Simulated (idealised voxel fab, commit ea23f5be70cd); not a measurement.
process module | voxel transistor to metal
cross-section cut | 200 nm wide | cells 5 nm
A cross-section is a grid of square cells, given in bands from the top down. A band is one or more rows of cells.
Each band's line starts with the height of the band's top and of its bottom, in nm. Then come its materials from left to right, each with its width in nm. One material with "throughout" fills the band from edge to edge. "air" is empty space.
Height 0 is the level under which the wafer as received is all one material. The lowest band goes on downwards, as in "0 down".
A width such as "30 to 40" changes by the same amount from each row of cells to the next, from the band's top row to its bottom row.
"no change" after a step means that no cell of the cross-section changed.
closed voids: empty space of 8 cells or more with no open way to the top, each as width x height at its distance from the left edge, in nm
after a step's settings: what the simulator itself notes on the step
overlay nm, on a step with a mask: how far to the right of its planned place the mask lay; to the left if negative
plan
1 op RECEIVE | material Si
2 op OXIDIZE | depth nm 5
3 op CONFORMAL_DEP | material SiN | thk nm 15
4 op MASKED_ETCH | tone cover | mask id ACTIVE | width nm 105 | etch materials SiN | depth nm 15 | overlay nm 0
5 op MASKED_ETCH | tone cover | mask id ACTIVE | width nm 105 | etch materials SiO2 | depth nm 5 | overlay nm 0
6 op MASKED_ETCH | tone cover | mask id ACTIVE | width nm 105 | etch materials Si | depth nm 25 | overlay nm 0
7 op FILL_DEP | material SiO2 | thk nm 5
8 op CMP | height nm 15
9 op SELECTIVE_ETCH | etch materials SiO2 | depth nm 15
10 op STRIP | etch materials SiN
11 op SELECTIVE_ETCH | etch materials SiO2 | depth nm 5
12 op OXIDIZE | depth nm 5
13 op DIRECTIONAL_DEP | material polySi | thk nm 20
14 op DIRECTIONAL_DEP | material SiCN | thk nm 15
15 op PATTERN | tone cover | mask id GATE | material resist | width nm 25 | thk nm 15 | overlay nm 0
16 op DIRECTIONAL_ETCH | etch materials SiCN | depth nm 25
17 op DIRECTIONAL_ETCH | etch materials polySi | depth nm 30
18 op STRIP | etch materials resist
19 op CONFORMAL_DEP | material SiN | thk nm 10
20 op DIRECTIONAL_ETCH | etch materials SiN | depth nm 10
21 op DIRECTIONAL_ETCH | etch materials SiO2 | depth nm 5
22 op DIRECTIONAL_ETCH | etch materials Si | depth nm 5
23 op EPI | material pSi | thk nm 5
24 op FILL_DEP | material SiO2 | thk nm 5
25 op CMP | height nm 15
26 op STRIP | etch materials polySi
27 op SELECTIVE_ETCH | etch materials SiO2 | depth nm 5
28 op CONFORMAL_DEP | material HfO2 | thk nm 5
29 op CONFORMAL_DEP | material TiN | thk nm 5
30 op FILL_DEP | material W | thk nm 10
31 op CMP | height nm 10
32 op DIRECTIONAL_DEP | material SiO2 | thk nm 15
33 op MASKED_ETCH | tone open | mask id CONTACT | width nm 15 | pitch nm 80 | etch materials SiO2 | depth nm 35 | overlay nm 0
34 op CONFORMAL_DEP | material TiN | thk nm 5
35 op FILL_DEP | material W | thk nm 10
36 op CMP | height nm 25
37 op CONFORMAL_DEP | material SiN | thk nm 5
38 op DIRECTIONAL_DEP | material lowk | thk nm 25
39 op DIRECTIONAL_DEP | material aC | thk nm 10
40 op PATTERN | tone open | mask id METAL_1 | material resist | width nm 15 | pitch nm 80 | thk nm 30 | overlay nm 0
41 op DIRECTIONAL_ETCH | etch materials aC | depth nm 10
42 op STRIP | etch materials resist
43 op DIRECTIONAL_ETCH | etch materials lowk | depth nm 25
44 op DIRECTIONAL_ETCH | etch materials SiN | depth nm 5
45 op STRIP | etch materials aC
46 op CONFORMAL_DEP | material TiN | thk nm 5
47 op FILL_DEP | material Ru | thk nm 5
48 op CMP | height nm 55
49 op CONFORMAL_DEP | material SiN | thk nm 5
as received, after step 1
  0 down: Si throughout
  closed voids: none
a wafer at the end: this start, this plan, one mistake
  60 to 55: SiN throughout
  55 to 30: lowk 50 | TiN 5 | Ru 5 | TiN 5 | lowk 65 | TiN 5 | Ru 5 | TiN 5 | lowk 55
  30 to 25: SiN 50 | TiN 15 | SiN 65 | TiN 15 | SiN 55
  25 to 10: SiO2 50 | TiN 5 | W 5 | TiN 5 | SiO2 65 | TiN 5 | W 5 | TiN 5 | SiO2 55
  10 to 0: SiO2 50 | TiN 5 | W 5 | TiN 5 | SiO2 10 | SiN 10 | HfO2 5 | TiN 5 | W 5 | TiN 5 | HfO2 5 | SiN 10 | SiO2 10 | TiN 5 | W 5 | TiN 5 | SiO2 55
  0 to -5: SiO2 50 | TiN 5 | W 5 | TiN 5 | SiO2 10 | SiN 10 | HfO2 5 | TiN 15 | HfO2 5 | SiN 10 | SiO2 10 | TiN 5 | W 5 | TiN 5 | SiO2 55
  -5 to -10: SiO2 50 | TiN 15 | SiO2 5 | pSi 5 | SiO2 5 | HfO2 35 | SiO2 5 | pSi 5 | SiO2 5 | TiN 15 | SiO2 55
  -10 to -15: SiO2 45 | pSi 30 | Si 45 | pSi 30 | SiO2 50
  -15 to -55: SiO2 45 | Si 105 | SiO2 50
  -55 down: Si throughout
  closed voids: none
what went wrong: step 6 was run twice
